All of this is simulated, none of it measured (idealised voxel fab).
The document below concerns the process module designated voxel spacer lines.
Xsec cut, 260 nm wide, square cell size 5 nm.
Throughout this document, each cross-section is represented as a grid of square cells and is presented as a sequence of bands enumerated from the top downward, where a band comprises one or more rows of cells.
Basically the band line says how high the top is and how high the bottom is, in nm, and then what's in it from left to right, every material with its width in nm. Empty space shows up as "air", and if a single material carries "edge to edge" it runs the full band edge to edge.
Heights from 0 (as-received wafer is one material below). Bottom band endless downward, as "0 and below".
With a width like "30 to 40", each row of cells in the band differs from the next by the same amount, the top row carrying the first number and the bottom row the second.
"remained the same" after a step means that no cell of the cross-section changed.
Reported under the label "Tabulated closed voids" are the empty spaces having no open way to the top and comprising 8 cells or more; the notation for each is width x height at distance, in which the distance is measured from the left edge and all three values are in nm.
Where a step's line continues beyond its settings, the continuation is a remark by the simulator itself on that step.
"overlay nm" on a masked step: distance the mask lay right of its planned place, negative for left.
### These are the steps we planned for the process
1 RECEIVE with material Si
2 CONFORMAL_DEP with material Al2O3, thk nm 5
3 DIRECTIONAL_DEP with material SiN, thk nm 10
4 DIRECTIONAL_DEP with material aC, thk nm 20
5 PATTERN with tone cover, mask id MANDREL, material resist, width nm 25, pitch nm 70, thk nm 30, overlay nm 0
6 DIRECTIONAL_ETCH with etch materials aC, depth nm 20
7 STRIP with etch materials resist
8 CONFORMAL_DEP with material SiO2, thk nm 10
9 DIRECTIONAL_ETCH with etch materials SiO2, depth nm 10
10 STRIP with etch materials aC
11 DIRECTIONAL_ETCH with etch materials SiN, depth nm 10
12 STRIP with etch materials SiO2
13 FILL_DEP with material SiO2, thk nm 10
14 CMP with height nm 15
### Step 1 complete: cross-section of the wafer as received
    0 and below  Si edge to edge
    Tabulated closed voids: none
### First of two wafers: cross-section at end of module, run per plan
    15 down to 5  SiO2 35, SiN 10, SiO2 25, SiN 10, SiO2 25, SiN 10, SiO2 25, SiN 10, SiO2 25, SiN 10, SiO2 25, SiN 10, SiO2 40
    5 down to 0  Al2O3 edge to edge
    0 and below  Si edge to edge
    Tabulated closed voids: none
### Now the second wafer, cross-sectioned at the end of the module. Nothing different at the start, nothing different in the plan compared with the first, just one mistake when it was actually run
    15 down to 5  aC 35, SiN 10, aC 25, SiN 10, aC 25, SiN 10, aC 25, SiN 10, aC 25, SiN 10, aC 25, SiN 10, aC 40
    5 down to 0  Al2O3 edge to edge
    0 and below  Si edge to edge
    Tabulated closed voids: none
What went wrong in running the wafer? step 13 ran differently from the plan; actual operation with settings: FILL_DEP with material aC, thk nm 10
The closing comparison, in cells, has the second wafer with more or fewer of some materials than the first: SiO2: 80 fewer; aC: 80 more
